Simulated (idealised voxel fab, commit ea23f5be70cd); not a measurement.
The process module that follows is named voxel wiring stack.
Square cell edge 5 nm, section width 280 nm, ID cut.
We lay out every cross-section as a grid of square cells and spell it out in bands from the top down, where one band means one or more rows of cells. Each band's line starts with the height of the band's top and of its bottom, in nm. Then come its materials from left to right, each with its width in nm. One material with "full width" fills the band from edge to edge. "blank" is empty space. For the purposes of this specification, 0 denotes the height below which the wafer in its as-received condition is composed wholly of one material, and the lowermost band, lacking a lower limit, extends downward without end, as expressed in "from 0 down". Width: "30 to 40" (first number = top row, second number = bottom row, same change from row to row of cells). Take "no modification" at face value: in the step it is given for, the cross-section changed in none of its cells. If an empty space has no open way to the top and is at least 8 cells in size, "Closed-off voids" lists it, written width x height at distance, where distance is measured from the left edge and every value is in nm. Where a step's line continues beyond its settings, the continuation is a remark by the simulator itself on that step. The "overlay nm" setting may appear on a step's line; for a step that uses a mask, it gives how far to the right of its planned position the mask lay, and a negative value indicates the left. How should the pairs below be read? Each gives the cross-section before one process step and the cross-section after it, the latter drawn only to the lowest band that changed; the step that lies between them, with its settings, appears under the pair. Does a pair pick up where the pair above left off? Only where its entry headed "Ahead of processing" says so, since pairs can come from different runs of this module on the same starting wafer.

Ahead of processing
> from 0 down | Si full width
> Closed-off voids: none

Cross-Section Thereafter
> from 10 to 0 | SiO2 full width
> Whatever lies below 0 is exactly as it was before.
> Closed-off voids: none
The before and after cross-sections above differ by one step: CONFORMAL_DEP, material SiO2, thk nm 10

Ahead of processing: identical to the post-step cross-section of the immediately preceding pair.

Cross-Section Thereafter
> from 15 to 10 | SiN full width
> Whatever lies below 10 is exactly as it was before.
> Closed-off voids: none
The before and after cross-sections above differ by one step: CONFORMAL_DEP, material SiN, thk nm 5

Ahead of processing: identical to the post-step cross-section of the immediately preceding pair.

Cross-Section Thereafter
> from 40 to 15 | lowk full width
> Whatever lies below 15 is exactly as it was before.
> Closed-off voids: none
The before and after cross-sections above differ by one step: DIRECTIONAL_DEP, material lowk, thk nm 25

Ahead of processing: identical to the post-step cross-section of the immediately preceding pair.

Cross-Section Thereafter
> from 60 to 40 | 65 of resist | 25 of blank | 15 of resist | 25 of blank | 15 of resist | 25 of blank | 15 of resist | 25 of blank | 70 of resist
> Whatever lies below 40 is exactly as it was before.
> Closed-off voids: none
The before and after cross-sections above differ by one step: PATTERN, tone open, mask id METAL_1, material resist, width nm 25, pitch nm 40, thk nm 20, overlay nm 0

Ahead of processing: identical to the post-step cross-section of the immediately preceding pair.

Cross-Section Thereafter
> from 60 to 40 | 65 of resist | 25 of blank | 15 of resist | 25 of blank | 15 of resist | 25 of blank | 15 of resist | 25 of blank | 70 of resist
> from 40 to 15 | 65 of lowk | 25 of blank | 15 of lowk | 25 of blank | 15 of lowk | 25 of blank | 15 of lowk | 25 of blank | 70 of lowk
> Whatever lies below 15 is exactly as it was before.
> Closed-off voids: none
The before and after cross-sections above differ by one step: DIRECTIONAL_ETCH, etch materials lowk, depth nm 25

Ahead of processing: identical to the post-step cross-section of the immediately preceding pair.

Cross-Section Thereafter
> from 60 to 40 | 65 of resist | 25 of blank | 15 of resist | 25 of blank | 15 of resist | 25 of blank | 15 of resist | 25 of blank | 70 of resist
> from 40 to 15 | 65 of lowk | 25 of blank | 15 of lowk | 25 of blank | 15 of lowk | 25 of blank | 15 of lowk | 25 of blank | 70 of lowk
> from 15 to 10 | 65 of SiN | 25 of blank | 15 of SiN | 25 of blank | 15 of SiN | 25 of blank | 15 of SiN | 25 of blank | 70 of SiN
> Whatever lies below 10 is exactly as it was before.
> Closed-off voids: none
The before and after cross-sections above differ by one step: DIRECTIONAL_ETCH, etch materials SiN, depth nm 5

Ahead of processing: identical to the post-step cross-section of the immediately preceding pair.

Cross-Section Thereafter
> from 40 to 15 | 65 of lowk | 25 of blank | 15 of lowk | 25 of blank | 15 of lowk | 25 of blank | 15 of lowk | 25 of blank | 70 of lowk
> Whatever lies below 15 is exactly as it was before.
> Closed-off voids: none
The before and after cross-sections above differ by one step: STRIP, etch materials resist

Ahead of processing: identical to the post-step cross-section of the immediately preceding pair.

Cross-Section Thereafter
> from 45 to 40 | 70 of TiN | 15 of blank | 25 of TiN | 15 of blank | 25 of TiN | 15 of blank | 25 of TiN | 15 of blank | 75 of TiN
> from 40 to 15 | 65 of lowk | 5 of TiN | 15 of blank | 5 of TiN | 15 of lowk | 5 of TiN | 15 of blank | 5 of TiN | 15 of lowk | 5 of TiN | 15 of blank | 5 of TiN | 15 of lowk | 5 of TiN | 15 of blank | 5 of TiN | 70 of lowk
> from 15 to 10 | 65 of SiN | 25 of TiN | 15 of SiN | 25 of TiN | 15 of SiN | 25 of TiN | 15 of SiN | 25 of TiN | 70 of SiN
> Whatever lies below 10 is exactly as it was before.
> Closed-off voids: none
The before and after cross-sections above differ by one step: CONFORMAL_DEP, material TiN, thk nm 5

Ahead of processing: identical to the post-step cross-section of the immediately preceding pair.

Cross-Section Thereafter
> from 50 to 45 | W full width
> from 45 to 40 | 70 of TiN | 15 of W | 25 of TiN | 15 of W | 25 of TiN | 15 of W | 25 of TiN | 15 of W | 75 of TiN
> from 40 to 15 | 65 of lowk | 5 of TiN | 15 of W | 5 of TiN | 15 of lowk | 5 of TiN | 15 of W | 5 of TiN | 15 of lowk | 5 of TiN | 15 of W | 5 of TiN | 15 of lowk | 5 of TiN | 15 of W | 5 of TiN | 70 of lowk
> Whatever lies below 15 is exactly as it was before.
> Closed-off voids: none
The before and after cross-sections above differ by one step: FILL_DEP, material W, thk nm 5

Ahead of processing: identical to the post-step cross-section of the immediately preceding pair.

Cross-Section Thereafter
> from 40 to 15 | 65 of lowk | 5 of TiN | 15 of W | 5 of TiN | 15 of lowk | 5 of TiN | 15 of W | 5 of TiN | 15 of lowk | 5 of TiN | 15 of W | 5 of TiN | 15 of lowk | 5 of TiN | 15 of W | 5 of TiN | 70 of lowk
> Whatever lies below 15 is exactly as it was before.
> Closed-off voids: none
The before and after cross-sections above differ by one step: CMP, height nm 40

Ahead of processing: identical to the post-step cross-section of the immediately preceding pair.

Cross-Section Thereafter
> from 45 to 40 | SiCN full width
> Whatever lies below 40 is exactly as it was before.
> Closed-off voids: none
The before and after cross-sections above differ by one step: CONFORMAL_DEP, material SiCN, thk nm 5

Ahead of processing: identical to the post-step cross-section of the immediately preceding pair.

Cross-Section Thereafter
> from 75 to 45 | SiO2 full width
> Whatever lies below 45 is exactly as it was before.
> Closed-off voids: none
The before and after cross-sections above differ by one step: DIRECTIONAL_DEP, material SiO2, thk nm 30

Ahead of processing: identical to the post-step cross-section of the immediately preceding pair.

Cross-Section Thereafter
> from 95 to 75 | 65 of resist | 15 of blank | 25 of resist | 15 of blank | 25 of resist | 15 of blank | 25 of resist | 15 of blank | 80 of resist
> Whatever lies below 75 is exactly as it was before.
> Closed-off voids: none
The before and after cross-sections above differ by one step: PATTERN, tone open, mask id METAL_2_HOLES, material resist, width nm 15, pitch nm 40, thk nm 20, overlay nm 0

Ahead of processing: identical to the post-step cross-section of the immediately preceding pair.

Cross-Section Thereafter
> from 95 to 75 | 65 of resist | 15 of blank | 25 of resist | 15 of blank | 25 of resist | 15 of blank | 25 of resist | 15 of blank | 80 of resist
> from 75 to 45 | 65 of SiO2 | 15 of blank | 25 of SiO2 | 15 of blank | 25 of SiO2 | 15 of blank | 25 of SiO2 | 15 of blank | 80 of SiO2
> Whatever lies below 45 is exactly as it was before.
> Closed-off voids: none
The before and after cross-sections above differ by one step: DIRECTIONAL_ETCH, etch materials SiO2, depth nm 30

Ahead of processing: identical to the post-step cross-section of the immediately preceding pair.

Cross-Section Thereafter
> from 75 to 45 | 65 of SiO2 | 15 of blank | 25 of SiO2 | 15 of blank | 25 of SiO2 | 15 of blank | 25 of SiO2 | 15 of blank | 80 of SiO2
> Whatever lies below 45 is exactly as it was before.
> Closed-off voids: none
The before and after cross-sections above differ by one step: STRIP, etch materials resist

Ahead of processing: identical to the post-step cross-section of the immediately preceding pair.

Cross-Section Thereafter
> from 90 to 75 | 65 of aC | 15 of blank | 25 of aC | 15 of blank | 25 of aC | 15 of blank | 25 of aC | 15 of blank | 80 of aC
> from 75 to 60 | 65 of SiO2 | 15 of blank | 25 of SiO2 | 15 of blank | 25 of SiO2 | 15 of blank | 25 of SiO2 | 15 of blank | 80 of SiO2
> from 60 to 45 | 65 of SiO2 | 15 of aC | 25 of SiO2 | 15 of aC | 25 of SiO2 | 15 of aC | 25 of SiO2 | 15 of aC | 80 of SiO2
> Whatever lies below 45 is exactly as it was before.
> Closed-off voids: none
The before and after cross-sections above differ by one step: DIRECTIONAL_DEP, material aC, thk nm 15

Ahead of processing: identical to the post-step cross-section of the immediately preceding pair.

Cross-Section Thereafter
> from 120 to 90 | 65 of resist | 25 of blank | 15 of resist | 25 of blank | 15 of resist | 25 of blank | 15 of resist | 25 of blank | 70 of resist
> Whatever lies below 90 is exactly as it was before.
> Closed-off voids: none
The before and after cross-sections above differ by one step: PATTERN, tone open, mask id METAL_2, material resist, width nm 25, pitch nm 40, thk nm 30, overlay nm 0

Ahead of processing: identical to the post-step cross-section of the immediately preceding pair.

Cross-Section Thereafter
> from 105 to 90 | 65 of resist | 25 of blank | 15 of resist | 25 of blank | 15 of resist | 25 of blank | 15 of resist | 25 of blank | 70 of resist
> from 90 to 75 | 65 of aC | 25 of blank | 15 of aC | 25 of blank | 15 of aC | 25 of blank | 15 of aC | 25 of blank | 70 of aC
> from 75 to 45 | 65 of SiO2 | 15 of blank | 25 of SiO2 | 15 of blank | 25 of SiO2 | 15 of blank | 25 of SiO2 | 15 of blank | 80 of SiO2
> Whatever lies below 45 is exactly as it was before.
> Closed-off voids: none
The before and after cross-sections above differ by one step: DIRECTIONAL_ETCH, etch materials aC, depth nm 15

Ahead of processing: identical to the post-step cross-section of the immediately preceding pair.

Cross-Section Thereafter
> from 90 to 75 | 65 of aC | 25 of blank | 15 of aC | 25 of blank | 15 of aC | 25 of blank | 15 of aC | 25 of blank | 70 of aC
> Whatever lies below 75 is exactly as it was before.
> Closed-off voids: none
The before and after cross-sections above differ by one step: STRIP, etch materials resist

Ahead of processing: identical to the post-step cross-section of the immediately preceding pair.

Cross-Section Thereafter
> from 90 to 75 | 65 of aC | 25 of blank | 15 of aC | 25 of blank | 15 of aC | 25 of blank | 15 of aC | 25 of blank | 70 of aC
> from 75 to 60 | 65 of SiO2 | 25 of blank | 15 of SiO2 | 25 of blank | 15 of SiO2 | 25 of blank | 15 of SiO2 | 25 of blank | 70 of SiO2
> Whatever lies below 60 is exactly as it was before.
> Closed-off voids: none
The before and after cross-sections above differ by one step: DIRECTIONAL_ETCH, etch materials SiO2, depth nm 15

Ahead of processing: identical to the post-step cross-section of the immediately preceding pair.

Cross-Section Thereafter
> from 90 to 75 | 65 of aC | 25 of blank | 15 of aC | 25 of blank | 15 of aC | 25 of blank | 15 of aC | 25 of blank | 70 of aC
> from 75 to 60 | 65 of SiO2 | 25 of blank | 15 of SiO2 | 25 of blank | 15 of SiO2 | 25 of blank | 15 of SiO2 | 25 of blank | 70 of SiO2
> from 60 to 45 | 65 of SiO2 | 15 of blank | 25 of SiO2 | 15 of blank | 25 of SiO2 | 15 of blank | 25 of SiO2 | 15 of blank | 80 of SiO2
> from 45 to 40 | 65 of SiCN | 15 of blank | 25 of SiCN | 15 of blank | 25 of SiCN | 15 of blank | 25 of SiCN | 15 of blank | 80 of SiCN
> Whatever lies below 40 is exactly as it was before.
> Closed-off voids: none
The before and after cross-sections above differ by one step: DIRECTIONAL_ETCH, etch materials SiCN, depth nm 5

Ahead of processing: identical to the post-step cross-section of the immediately preceding pair.

Cross-Section Thereafter
> from 75 to 60 | 65 of SiO2 | 25 of blank | 15 of SiO2 | 25 of blank | 15 of SiO2 | 25 of blank | 15 of SiO2 | 25 of blank | 70 of SiO2
> Whatever lies below 60 is exactly as it was before.
> Closed-off voids: none
The before and after cross-sections above differ by one step: STRIP, etch materials aC

Ahead of processing: identical to the post-step cross-section of the immediately preceding pair.

Cross-Section Thereafter
> from 80 to 75 | 70 of TiN | 15 of blank | 25 of TiN | 15 of blank | 25 of TiN | 15 of blank | 25 of TiN | 15 of blank | 75 of TiN
> from 75 to 65 | 65 of SiO2 | 5 of TiN | 15 of blank | 5 of TiN | 15 of SiO2 | 5 of TiN | 15 of blank | 5 of TiN | 15 of SiO2 | 5 of TiN | 15 of blank | 5 of TiN | 15 of SiO2 | 5 of TiN | 15 of blank | 5 of TiN | 70 of SiO2
> from 65 to 60 | 65 of SiO2 | 5 of TiN | 5 of blank | 15 of TiN | 15 of SiO2 | 5 of TiN | 5 of blank | 15 of TiN | 15 of SiO2 | 5 of TiN | 5 of blank | 15 of TiN | 15 of SiO2 | 5 of TiN | 5 of blank | 15 of TiN | 70 of SiO2
> from 60 to 45 | 65 of SiO2 | 5 of TiN | 5 of blank | 5 of TiN | 25 of SiO2 | 5 of TiN | 5 of blank | 5 of TiN | 25 of SiO2 | 5 of TiN | 5 of blank | 5 of TiN | 25 of SiO2 | 5 of TiN | 5 of blank | 5 of TiN | 80 of SiO2
> from 45 to 40 | 65 of SiCN | 15 of TiN | 25 of SiCN | 15 of TiN | 25 of SiCN | 15 of TiN | 25 of SiCN | 15 of TiN | 80 of SiCN
> Whatever lies below 40 is exactly as it was before.
> Closed-off voids: none
The before and after cross-sections above differ by one step: CONFORMAL_DEP, material TiN, thk nm 5

Ahead of processing: identical to the post-step cross-section of the immediately preceding pair.

Cross-Section Thereafter
> from 90 to 80 | Cu full width
> from 80 to 75 | 70 of TiN | 15 of Cu | 25 of TiN | 15 of Cu | 25 of TiN | 15 of Cu | 25 of TiN | 15 of Cu | 75 of TiN
> from 75 to 65 | 65 of SiO2 | 5 of TiN | 15 of Cu | 5 of TiN | 15 of SiO2 | 5 of TiN | 15 of Cu | 5 of TiN | 15 of SiO2 | 5 of TiN | 15 of Cu | 5 of TiN | 15 of SiO2 | 5 of TiN | 15 of Cu | 5 of TiN | 70 of SiO2
> from 65 to 60 | 65 of SiO2 | 5 of TiN | 5 of Cu | 15 of TiN | 15 of SiO2 | 5 of TiN | 5 of Cu | 15 of TiN | 15 of SiO2 | 5 of TiN | 5 of Cu | 15 of TiN | 15 of SiO2 | 5 of TiN | 5 of Cu | 15 of TiN | 70 of SiO2
> from 60 to 45 | 65 of SiO2 | 5 of TiN | 5 of Cu | 5 of TiN | 25 of SiO2 | 5 of TiN | 5 of Cu | 5 of TiN | 25 of SiO2 | 5 of TiN | 5 of Cu | 5 of TiN | 25 of SiO2 | 5 of TiN | 5 of Cu | 5 of TiN | 80 of SiO2
> Whatever lies below 45 is exactly as it was before.
> Closed-off voids: none
The before and after cross-sections above differ by one step: FILL_DEP, material Cu, thk nm 10

Ahead of processing: identical to the post-step cross-section of the immediately preceding pair.

Cross-Section Thereafter
> from 75 to 65 | 65 of SiO2 | 5 of TiN | 15 of Cu | 5 of TiN | 15 of SiO2 | 5 of TiN | 15 of Cu | 5 of TiN | 15 of SiO2 | 5 of TiN | 15 of Cu | 5 of TiN | 15 of SiO2 | 5 of TiN | 15 of Cu | 5 of TiN | 70 of SiO2
> Whatever lies below 65 is exactly as it was before.
> Closed-off voids: none
The before and after cross-sections above differ by one step: CMP, height nm 75

Ahead of processing: identical to the post-step cross-section of the immediately preceding pair.

Cross-Section Thereafter
> from 80 to 75 | SiCN full width
> Whatever lies below 75 is exactly as it was before.
> Closed-off voids: none
The before and after cross-sections above differ by one step: CONFORMAL_DEP, material SiCN, thk nm 5

Ahead of processing: identical to the post-step cross-section of the immediately preceding pair.

Cross-Section Thereafter
> from 105 to 80 | lowk full width
> Whatever lies below 80 is exactly as it was before.
> Closed-off voids: none
The before and after cross-sections above differ by one step: DIRECTIONAL_DEP, material lowk, thk nm 25

Ahead of processing: identical to the post-step cross-section of the immediately preceding pair.

Cross-Section Thereafter
> from 125 to 105 | 65 of resist | 15 of blank | 25 of resist | 15 of blank | 25 of resist | 15 of blank | 25 of resist | 15 of blank | 80 of resist
> Whatever lies below 105 is exactly as it was before.
> Closed-off voids: none
The before and after cross-sections above differ by one step: PATTERN, tone open, mask id METAL_3_HOLES, material resist, width nm 15, pitch nm 40, thk nm 20, overlay nm 0

Ahead of processing: identical to the post-step cross-section of the immediately preceding pair.

Cross-Section Thereafter
> from 125 to 105 | 65 of resist | 15 of blank | 25 of resist | 15 of blank | 25 of resist | 15 of blank | 25 of resist | 15 of blank | 80 of resist
> from 105 to 80 | 65 of lowk | 15 of blank | 25 of lowk | 15 of blank | 25 of lowk | 15 of blank | 25 of lowk | 15 of blank | 80 of lowk
> Whatever lies below 80 is exactly as it was before.
> Closed-off voids: none
The before and after cross-sections above differ by one step: DIRECTIONAL_ETCH, etch materials lowk, depth nm 25

Ahead of processing: identical to the post-step cross-section of the immediately preceding pair.

Cross-Section Thereafter
> from 105 to 80 | 65 of lowk | 15 of blank | 25 of lowk | 15 of blank | 25 of lowk | 15 of blank | 25 of lowk | 15 of blank | 80 of lowk
> Whatever lies below 80 is exactly as it was before.
> Closed-off voids: none
The before and after cross-sections above differ by one step: STRIP, etch materials resist

Ahead of processing: identical to the post-step cross-section of the immediately preceding pair.

Cross-Section Thereafter
> from 115 to 105 | 65 of aC | 15 of blank | 25 of aC | 15 of blank | 25 of aC | 15 of blank | 25 of aC | 15 of blank | 80 of aC
> from 105 to 90 | 65 of lowk | 15 of blank | 25 of lowk | 15 of blank | 25 of lowk | 15 of blank | 25 of lowk | 15 of blank | 80 of lowk
> from 90 to 80 | 65 of lowk | 15 of aC | 25 of lowk | 15 of aC | 25 of lowk | 15 of aC | 25 of lowk | 15 of aC | 80 of lowk
> Whatever lies below 80 is exactly as it was before.
> Closed-off voids: none
The before and after cross-sections above differ by one step: DIRECTIONAL_DEP, material aC, thk nm 10

Ahead of processing: identical to the post-step cross-section of the immediately preceding pair.

Cross-Section Thereafter
> from 145 to 115 | 65 of resist | 25 of blank | 15 of resist | 25 of blank | 15 of resist | 25 of blank | 15 of resist | 25 of blank | 70 of resist
> Whatever lies below 115 is exactly as it was before.
> Closed-off voids: none
The before and after cross-sections above differ by one step: PATTERN, tone open, mask id METAL_3, material resist, width nm 25, pitch nm 40, thk nm 30, overlay nm 0

Ahead of processing: identical to the post-step cross-section of the immediately preceding pair.

Cross-Section Thereafter
> from 135 to 115 | 65 of resist | 25 of blank | 15 of resist | 25 of blank | 15 of resist | 25 of blank | 15 of resist | 25 of blank | 70 of resist
> from 115 to 105 | 65 of aC | 25 of blank | 15 of aC | 25 of blank | 15 of aC | 25 of blank | 15 of aC | 25 of blank | 70 of aC
> from 105 to 80 | 65 of lowk | 15 of blank | 25 of lowk | 15 of blank | 25 of lowk | 15 of blank | 25 of lowk | 15 of blank | 80 of lowk
> Whatever lies below 80 is exactly as it was before.
> Closed-off voids: none
The before and after cross-sections above differ by one step: DIRECTIONAL_ETCH, etch materials aC, depth nm 10

Ahead of processing: identical to the post-step cross-section of the immediately preceding pair.

Cross-Section Thereafter
> from 115 to 105 | 65 of aC | 25 of blank | 15 of aC | 25 of blank | 15 of aC | 25 of blank | 15 of aC | 25 of blank | 70 of aC
> Whatever lies below 105 is exactly as it was before.
> Closed-off voids: none
The before and after cross-sections above differ by one step: STRIP, etch materials resist

Ahead of processing: identical to the post-step cross-section of the immediately preceding pair.

Cross-Section Thereafter
> from 115 to 105 | 65 of aC | 25 of blank | 15 of aC | 25 of blank | 15 of aC | 25 of blank | 15 of aC | 25 of blank | 70 of aC
> from 105 to 90 | 65 of lowk | 25 of blank | 15 of lowk | 25 of blank | 15 of lowk | 25 of blank | 15 of lowk | 25 of blank | 70 of lowk
> Whatever lies below 90 is exactly as it was before.
> Closed-off voids: none
The before and after cross-sections above differ by one step: DIRECTIONAL_ETCH, etch materials lowk, depth nm 15

Ahead of processing: identical to the post-step cross-section of the immediately preceding pair.

Cross-Section Thereafter
> from 115 to 105 | 65 of aC | 25 of blank | 15 of aC | 25 of blank | 15 of aC | 25 of blank | 15 of aC | 25 of blank | 70 of aC
> from 105 to 90 | 65 of lowk | 25 of blank | 15 of lowk | 25 of blank | 15 of lowk | 25 of blank | 15 of lowk | 25 of blank | 70 of lowk
> from 90 to 80 | 65 of lowk | 15 of blank | 25 of lowk | 15 of blank | 25 of lowk | 15 of blank | 25 of lowk | 15 of blank | 80 of lowk
> from 80 to 75 | 65 of SiCN | 15 of blank | 25 of SiCN | 15 of blank | 25 of SiCN | 15 of blank | 25 of SiCN | 15 of blank | 80 of SiCN
> Whatever lies below 75 is exactly as it was before.
> Closed-off voids: none
The before and after cross-sections above differ by one step: DIRECTIONAL_ETCH, etch materials SiCN, depth nm 5

Ahead of processing: identical to the post-step cross-section of the immediately preceding pair.

Cross-Section Thereafter
> from 105 to 90 | 65 of lowk | 25 of blank | 15 of lowk | 25 of blank | 15 of lowk | 25 of blank | 15 of lowk | 25 of blank | 70 of lowk
> Whatever lies below 90 is exactly as it was before.
> Closed-off voids: none
The before and after cross-sections above differ by one step: STRIP, etch materials aC

Ahead of processing: identical to the post-step cross-section of the immediately preceding pair.

Cross-Section Thereafter
> from 110 to 105 | 70 of TiN | 15 of blank | 25 of TiN | 15 of blank | 25 of TiN | 15 of blank | 25 of TiN | 15 of blank | 75 of TiN
> from 105 to 95 | 65 of lowk | 5 of TiN | 15 of blank | 5 of TiN | 15 of lowk | 5 of TiN | 15 of blank | 5 of TiN | 15 of lowk | 5 of TiN | 15 of blank | 5 of TiN | 15 of lowk | 5 of TiN | 15 of blank | 5 of TiN | 70 of lowk
> from 95 to 90 | 65 of lowk | 5 of TiN | 5 of blank | 15 of TiN | 15 of lowk | 5 of TiN | 5 of blank | 15 of TiN | 15 of lowk | 5 of TiN | 5 of blank | 15 of TiN | 15 of lowk | 5 of TiN | 5 of blank | 15 of TiN | 70 of lowk
> from 90 to 80 | 65 of lowk | 5 of TiN | 5 of blank | 5 of TiN | 25 of lowk | 5 of TiN | 5 of blank | 5 of TiN | 25 of lowk | 5 of TiN | 5 of blank | 5 of TiN | 25 of lowk | 5 of TiN | 5 of blank | 5 of TiN | 80 of lowk
> from 80 to 75 | 65 of SiCN | 15 of TiN | 25 of SiCN | 15 of TiN | 25 of SiCN | 15 of TiN | 25 of SiCN | 15 of TiN | 80 of SiCN
> Whatever lies below 75 is exactly as it was before.
> Closed-off voids: none
The before and after cross-sections above differ by one step: CONFORMAL_DEP, material TiN, thk nm 5

Ahead of processing: identical to the post-step cross-section of the immediately preceding pair.

Cross-Section Thereafter
> from 120 to 110 | Cu full width
> from 110 to 105 | 70 of TiN | 15 of Cu | 25 of TiN | 15 of Cu | 25 of TiN | 15 of Cu | 25 of TiN | 15 of Cu | 75 of TiN
> from 105 to 95 | 65 of lowk | 5 of TiN | 15 of Cu | 5 of TiN | 15 of lowk | 5 of TiN | 15 of Cu | 5 of TiN | 15 of lowk | 5 of TiN | 15 of Cu | 5 of TiN | 15 of lowk | 5 of TiN | 15 of Cu | 5 of TiN | 70 of lowk
> from 95 to 90 | 65 of lowk | 5 of TiN | 5 of Cu | 15 of TiN | 15 of lowk | 5 of TiN | 5 of Cu | 15 of TiN | 15 of lowk | 5 of TiN | 5 of Cu | 15 of TiN | 15 of lowk | 5 of TiN | 5 of Cu | 15 of TiN | 70 of lowk
> from 90 to 80 | 65 of lowk | 5 of TiN | 5 of Cu | 5 of TiN | 25 of lowk | 5 of TiN | 5 of Cu | 5 of TiN | 25 of lowk | 5 of TiN | 5 of Cu | 5 of TiN | 25 of lowk | 5 of TiN | 5 of Cu | 5 of TiN | 80 of lowk
> Whatever lies below 80 is exactly as it was before.
> Closed-off voids: none
The before and after cross-sections above differ by one step: FILL_DEP, material Cu, thk nm 10

Ahead of processing: identical to the post-step cross-section of the immediately preceding pair.

Cross-Section Thereafter
> from 105 to 95 | 65 of lowk | 5 of TiN | 15 of Cu | 5 of TiN | 15 of lowk | 5 of TiN | 15 of Cu | 5 of TiN | 15 of lowk | 5 of TiN | 15 of Cu | 5 of TiN | 15 of lowk | 5 of TiN | 15 of Cu | 5 of TiN | 70 of lowk
> Whatever lies below 95 is exactly as it was before.
> Closed-off voids: none
The before and after cross-sections above differ by one step: CMP, height nm 105

Ahead of processing: identical to the post-step cross-section of the immediately preceding pair.

Cross-Section Thereafter
> from 110 to 105 | SiCN full width
> Whatever lies below 105 is exactly as it was before.
> Closed-off voids: none
The before and after cross-sections above differ by one step: CONFORMAL_DEP, material SiCN, thk nm 5

Ahead of processing
> from 90 to 80 | Cu full width
> from 80 to 75 | 70 of TiN | 15 of Cu | 25 of TiN | 15 of Cu | 25 of TiN | 15 of Cu | 25 of TiN | 15 of Cu | 75 of TiN
> from 75 to 65 | 65 of SiO2 | 5 of TiN | 15 of Cu | 5 of TiN | 15 of SiO2 | 5 of TiN | 15 of Cu | 5 of TiN | 15 of SiO2 | 5 of TiN | 15 of Cu | 5 of TiN | 15 of SiO2 | 5 of TiN | 15 of Cu | 5 of TiN | 70 of SiO2
> from 65 to 60 | 65 of SiO2 | 5 of TiN | 5 of Cu | 15 of TiN | 15 of SiO2 | 5 of TiN | 5 of Cu | 15 of TiN | 15 of SiO2 | 5 of TiN | 5 of Cu | 15 of TiN | 15 of SiO2 | 5 of TiN | 5 of Cu | 15 of TiN | 70 of SiO2
> from 60 to 45 | 65 of SiO2 | 5 of TiN | 5 of Cu | 5 of TiN | 25 of SiO2 | 5 of TiN | 5 of Cu | 5 of TiN | 25 of SiO2 | 5 of TiN | 5 of Cu | 5 of TiN | 25 of SiO2 | 5 of TiN | 5 of Cu | 5 of TiN | 80 of SiO2
> from 45 to 40 | 65 of SiCN | 15 of TiN | 25 of SiCN | 15 of TiN | 25 of SiCN | 15 of TiN | 25 of SiCN | 15 of TiN | 80 of SiCN
> from 40 to 15 | 65 of lowk | 5 of TiN | 15 of W | 5 of TiN | 15 of lowk | 5 of TiN | 15 of W | 5 of TiN | 15 of lowk | 5 of TiN | 15 of W | 5 of TiN | 15 of lowk | 5 of TiN | 15 of W | 5 of TiN | 70 of lowk
> from 15 to 10 | 65 of SiN | 25 of TiN | 15 of SiN | 25 of TiN | 15 of SiN | 25 of TiN | 15 of SiN | 25 of TiN | 70 of SiN
> from 10 to 0 | SiO2 full width
> from 0 down | Si full width
> Closed-off voids: none

Cross-Section Thereafter
> from 95 to 90 | SiCN full width
> Whatever lies below 90 is exactly as it was before.
> Closed-off voids: none
The before and after cross-sections above differ by one step: CONFORMAL_DEP, material SiCN, thk nm 5

Ahead of processing: identical to the post-step cross-section of the immediately preceding pair.

Cross-Section Thereafter
> from 120 to 95 | lowk full width
> Whatever lies below 95 is exactly as it was before.
> Closed-off voids: none
The before and after cross-sections above differ by one step: DIRECTIONAL_DEP, material lowk, thk nm 25

Ahead of processing: identical to the post-step cross-section of the immediately preceding pair.

Cross-Section Thereafter
> from 140 to 120 | 65 of resist | 15 of blank | 25 of resist | 15 of blank | 25 of resist | 15 of blank | 25 of resist | 15 of blank | 80 of resist
> Whatever lies below 120 is exactly as it was before.
> Closed-off voids: none
The before and after cross-sections above differ by one step: PATTERN, tone open, mask id METAL_3_HOLES, material resist, width nm 15, pitch nm 40, thk nm 20, overlay nm 0

Ahead of processing: identical to the post-step cross-section of the immediately preceding pair.

Cross-Section Thereafter
> from 140 to 120 | 65 of resist | 15 of blank | 25 of resist | 15 of blank | 25 of resist | 15 of blank | 25 of resist | 15 of blank | 80 of resist
> from 120 to 95 | 65 of lowk | 15 of blank | 25 of lowk | 15 of blank | 25 of lowk | 15 of blank | 25 of lowk | 15 of blank | 80 of lowk
> Whatever lies below 95 is exactly as it was before.
> Closed-off voids: none
The before and after cross-sections above differ by one step: DIRECTIONAL_ETCH, etch materials lowk, depth nm 25

Ahead of processing: identical to the post-step cross-section of the immediately preceding pair.

Cross-Section Thereafter
> from 120 to 95 | 65 of lowk | 15 of blank | 25 of lowk | 15 of blank | 25 of lowk | 15 of blank | 25 of lowk | 15 of blank | 80 of lowk
> Whatever lies below 95 is exactly as it was before.
> Closed-off voids: none
The before and after cross-sections above differ by one step: STRIP, etch materials resist

Ahead of processing: identical to the post-step cross-section of the immediately preceding pair.

Cross-Section Thereafter
> from 130 to 120 | 65 of aC | 15 of blank | 25 of aC | 15 of blank | 25 of aC | 15 of blank | 25 of aC | 15 of blank | 80 of aC
> from 120 to 105 | 65 of lowk | 15 of blank | 25 of lowk | 15 of blank | 25 of lowk | 15 of blank | 25 of lowk | 15 of blank | 80 of lowk
> from 105 to 95 | 65 of lowk | 15 of aC | 25 of lowk | 15 of aC | 25 of lowk | 15 of aC | 25 of lowk | 15 of aC | 80 of lowk
> Whatever lies below 95 is exactly as it was before.
> Closed-off voids: none
The before and after cross-sections above differ by one step: DIRECTIONAL_DEP, material aC, thk nm 10

Ahead of processing: identical to the post-step cross-section of the immediately preceding pair.

Cross-Section Thereafter
> from 160 to 130 | 65 of resist | 25 of blank | 15 of resist | 25 of blank | 15 of resist | 25 of blank | 15 of resist | 25 of blank | 70 of resist
> Whatever lies below 130 is exactly as it was before.
> Closed-off voids: none
The before and after cross-sections above differ by one step: PATTERN, tone open, mask id METAL_3, material resist, width nm 25, pitch nm 40, thk nm 30, overlay nm 0

Ahead of processing: identical to the post-step cross-section of the immediately preceding pair.

Cross-Section Thereafter
> from 150 to 130 | 65 of resist | 25 of blank | 15 of resist | 25 of blank | 15 of resist | 25 of blank | 15 of resist | 25 of blank | 70 of resist
> from 130 to 120 | 65 of aC | 25 of blank | 15 of aC | 25 of blank | 15 of aC | 25 of blank | 15 of aC | 25 of blank | 70 of aC
> from 120 to 95 | 65 of lowk | 15 of blank | 25 of lowk | 15 of blank | 25 of lowk | 15 of blank | 25 of lowk | 15 of blank | 80 of lowk
> Whatever lies below 95 is exactly as it was before.
> Closed-off voids: none
The before and after cross-sections above differ by one step: DIRECTIONAL_ETCH, etch materials aC, depth nm 10

Ahead of processing: identical to the post-step cross-section of the immediately preceding pair.

Cross-Section Thereafter
> from 130 to 120 | 65 of aC | 25 of blank | 15 of aC | 25 of blank | 15 of aC | 25 of blank | 15 of aC | 25 of blank | 70 of aC
> Whatever lies below 120 is exactly as it was before.
> Closed-off voids: none
The before and after cross-sections above differ by one step: STRIP, etch materials resist
